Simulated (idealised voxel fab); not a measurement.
Name of the process module below: voxel ribs on slabs
Section cut is 265 nm wide and gridded with 5 nm square cells.
Cross-section spec: square-cell grid; bands listed top down; each band is one or more rows. Each band's line starts with the height of the band's top and of its bottom, in nm. Then come its materials from left to right, each with its width in nm. One material with "everywhere" fills the band from edge to edge. "empty" is empty space. Where do heights start? At 0: under that level the wafer as delivered is made of one material only. And the lowest band has no floor; it just carries on downward, as in "top 0, no bottom". Think of "30..40" as a width that walks from the first number to the second as you go down the band, top row to bottom row, taking equal-sized steps from row to row. "no change" (step): cross-section cells unchanged, all of them. Reported under the label "Entrapped void list" are the empty spaces having no open way to the top and comprising 8 cells or more; the notation for each is width x height at distance, in which the distance is measured from the left edge and all three values are in nm. Note: text after step settings on the step line = simulator remark on that step. overlay nm: step with mask; distance mask lay right of planned place; negative value = left of planned place.

Below is the list of planned process steps
step 1: RECEIVE (material Si)
step 2: DIRECTIONAL_DEP (material SiO2; thk nm 30)
step 3: DIRECTIONAL_DEP (material SiN; thk nm 15)
step 4: PATTERN (tone cover; mask id RIB; material resist; width nm 20; thk nm 20; overlay nm 0)
step 5: DIRECTIONAL_ETCH (etch materials SiN; depth nm 10)
step 6: STRIP (etch materials resist)
step 7: PATTERN (tone cover; mask id SLAB; material resist; width nm 80; thk nm 20; overlay nm 0)
step 8: DIRECTIONAL_ETCH (etch materials SiN; depth nm 5)
step 9: STRIP (etch materials resist)
step 10: FILL_DEP (material SiO2; thk nm 20)
step 11: CMP (height nm 55)
step 12: DIRECTIONAL_DEP (material W; thk nm 5)
step 13: DIRECTIONAL_DEP (material aC; thk nm 15)
step 14: PATTERN (tone cover; mask id HEATER; material resist; width nm 30; thk nm 30; overlay nm 0)
step 15: DIRECTIONAL_ETCH (etch materials aC; depth nm 15)
step 16: STRIP (etch materials resist)
step 17: DIRECTIONAL_ETCH (etch materials W; depth nm 5)
step 18: STRIP (etch materials aC)
step 19: CONFORMAL_DEP (material SiO2; thk nm 10)

First of the two wafers, run per plan

This is the cross-section of the wafer as we received it, i.e. after step 1
- top 0, no bottom  Si everywhere
- Entrapped void list: none

The following cross-section depicts the wafer upon completion of step 2
- top 30, bottom 0  SiO2 everywhere
- Under the height 0 nothing was changed.

The following cross-section depicts the wafer upon completion of step 3
- top 45, bottom 30  SiN everywhere
- Under the height 30 nothing was changed.

The following cross-section depicts the wafer upon completion of step 4
- top 65, bottom 45  120 of empty  20 of resist  125 of empty
- Under the height 45 nothing was changed.

The following cross-section depicts the wafer upon completion of step 5
- top 65, bottom 45  120 of empty  20 of resist  125 of empty
- top 45, bottom 35  120 of empty  20 of SiN  125 of empty
- Under the height 35 nothing was changed.

The following cross-section depicts the wafer upon completion of step 6
- top 45, bottom 35  120 of empty  20 of SiN  125 of empty
- Under the height 35 nothing was changed.

The following cross-section depicts the wafer upon completion of step 7
- top 65, bottom 45  90 of empty  80 of resist  95 of empty
- top 45, bottom 35  90 of empty  30 of resist  20 of SiN  30 of resist  95 of empty
- Under the height 35 nothing was changed.

The following cross-section depicts the wafer upon completion of step 8
- top 65, bottom 45  90 of empty  80 of resist  95 of empty
- top 45, bottom 35  90 of empty  30 of resist  20 of SiN  30 of resist  95 of empty
- top 35, bottom 30  90 of empty  80 of SiN  95 of empty
- Under the height 30 nothing was changed.

The following cross-section depicts the wafer upon completion of step 9
- top 45, bottom 35  120 of empty  20 of SiN  125 of empty
- Under the height 35 nothing was changed.

The following cross-section depicts the wafer upon completion of step 10
- top 65, bottom 45  SiO2 everywhere
- top 45, bottom 35  120 of SiO2  20 of SiN  125 of SiO2
- top 35, bottom 30  90 of SiO2  80 of SiN  95 of SiO2
- Under the height 30 nothing was changed.

The following cross-section depicts the wafer upon completion of step 11
- top 55, bottom 45  SiO2 everywhere
- Under the height 45 nothing was changed.

The following cross-section depicts the wafer upon completion of step 12
- top 60, bottom 55  W everywhere
- Under the height 55 nothing was changed.

The following cross-section depicts the wafer upon completion of step 13
- top 75, bottom 60  aC everywhere
- Under the height 60 nothing was changed.

The following cross-section depicts the wafer upon completion of step 14
- top 105, bottom 75  115 of empty  30 of resist  120 of empty
- Under the height 75 nothing was changed.

The following cross-section depicts the wafer upon completion of step 15
- top 90, bottom 75  115 of empty  30 of resist  120 of empty
- top 75, bottom 60  115 of empty  30 of aC  120 of empty
- Under the height 60 nothing was changed.

The following cross-section depicts the wafer upon completion of step 16
- top 75, bottom 60  115 of empty  30 of aC  120 of empty
- Under the height 60 nothing was changed.

The following cross-section depicts the wafer upon completion of step 17
- top 75, bottom 60  115 of empty  30 of aC  120 of empty
- top 60, bottom 55  115 of empty  30 of W  120 of empty
- Under the height 55 nothing was changed.

The following cross-section depicts the wafer upon completion of step 18
- top 60, bottom 55  115 of empty  30 of W  120 of empty
- Under the height 55 nothing was changed.

The following cross-section depicts the wafer upon completion of step 19
- top 70, bottom 65  105 of empty  50 of SiO2  110 of empty
- top 65, bottom 60  SiO2 everywhere
- top 60, bottom 55  115 of SiO2  30 of W  120 of SiO2
- Under the height 55 nothing was changed.

Second wafer. Start and plan as for the first. One mistake made in running. Agrees with the first up to and including step 2

Second wafer cross-section, taken as of the time the plan sets for step 3 to be done
- top 60, bottom 30  SiN everywhere
- Under the height 30 nothing was changed.

Second wafer cross-section, taken as of the time the plan sets for step 4 to be done
- top 80, bottom 60  120 of empty  20 of resist  125 of empty
- Under the height 60 nothing was changed.

Second wafer cross-section, taken as of the time the plan sets for step 5 to be done
- top 80, bottom 60  120 of empty  20 of resist  125 of empty
- top 60, bottom 50  120 of empty  20 of SiN  125 of empty
- Under the height 50 nothing was changed.

Second wafer cross-section, taken as of the time the plan sets for step 6 to be done
- top 60, bottom 50  120 of empty  20 of SiN  125 of empty
- Under the height 50 nothing was changed.

Second wafer cross-section, taken as of the time the plan sets for step 7 to be done
- top 80, bottom 60  90 of empty  80 of resist  95 of empty
- top 60, bottom 50  90 of empty  30 of resist  20 of SiN  30 of resist  95 of empty
- Under the height 50 nothing was changed.

Second wafer cross-section, taken as of the time the plan sets for step 8 to be done
- top 80, bottom 60  90 of empty  80 of resist  95 of empty
- top 60, bottom 50  90 of empty  30 of resist  20 of SiN  30 of resist  95 of empty
- top 50, bottom 45  90 of empty  80 of SiN  95 of empty
- Under the height 45 nothing was changed.

Second wafer cross-section, taken as of the time the plan sets for step 9 to be done
- top 60, bottom 50  120 of empty  20 of SiN  125 of empty
- Under the height 50 nothing was changed.

Second wafer cross-section, taken as of the time the plan sets for step 10 to be done
- top 80, bottom 60  SiO2 everywhere
- top 60, bottom 50  120 of SiO2  20 of SiN  125 of SiO2
- top 50, bottom 45  90 of SiO2  80 of SiN  95 of SiO2
- Under the height 45 nothing was changed.

Second wafer cross-section, taken as of the time the plan sets for step 11 to be done
- top 55, bottom 45  120..90 of SiO2  20..80 of SiN  125..95 of SiO2
- Under the height 45 nothing was changed.

Second wafer cross-section, taken as of the time the plan sets for step 12 to be done
- top 60, bottom 55  W everywhere
- Under the height 55 nothing was changed.

Second wafer cross-section, taken as of the time the plan sets for step 13 to be done
- top 75, bottom 60  aC everywhere
- Under the height 60 nothing was changed.

Second wafer cross-section, taken as of the time the plan sets for step 14 to be done
- top 105, bottom 75  115 of empty  30 of resist  120 of empty
- Under the height 75 nothing was changed.

Second wafer cross-section, taken as of the time the plan sets for step 15 to be done
- top 90, bottom 75  115 of empty  30 of resist  120 of empty
- top 75, bottom 60  115 of empty  30 of aC  120 of empty
- Under the height 60 nothing was changed.

Second wafer cross-section, taken as of the time the plan sets for step 16 to be done
- top 75, bottom 60  115 of empty  30 of aC  120 of empty
- Under the height 60 nothing was changed.

Second wafer cross-section, taken as of the time the plan sets for step 17 to be done
- top 75, bottom 60  115 of empty  30 of aC  120 of empty
- top 60, bottom 55  115 of empty  30 of W  120 of empty
- Under the height 55 nothing was changed.

Second wafer cross-section, taken as of the time the plan sets for step 18 to be done
- top 60, bottom 55  115 of empty  30 of W  120 of empty
- Under the height 55 nothing was changed.

Second wafer cross-section, taken as of the time the plan sets for step 19 to be done
- top 70, bottom 65  105 of empty  50 of SiO2  110 of empty
- top 65, bottom 60  SiO2 everywhere
- top 60, bottom 55  115 of SiO2  30 of W  120 of SiO2
- Under the height 55 nothing was changed.
Short version of what went wrong: plan step 3 ran twice
Once processing is complete, comparing cell counts shows that the second wafer has more or fewer of certain materials than the first: +155 SiN, -155 SiO2
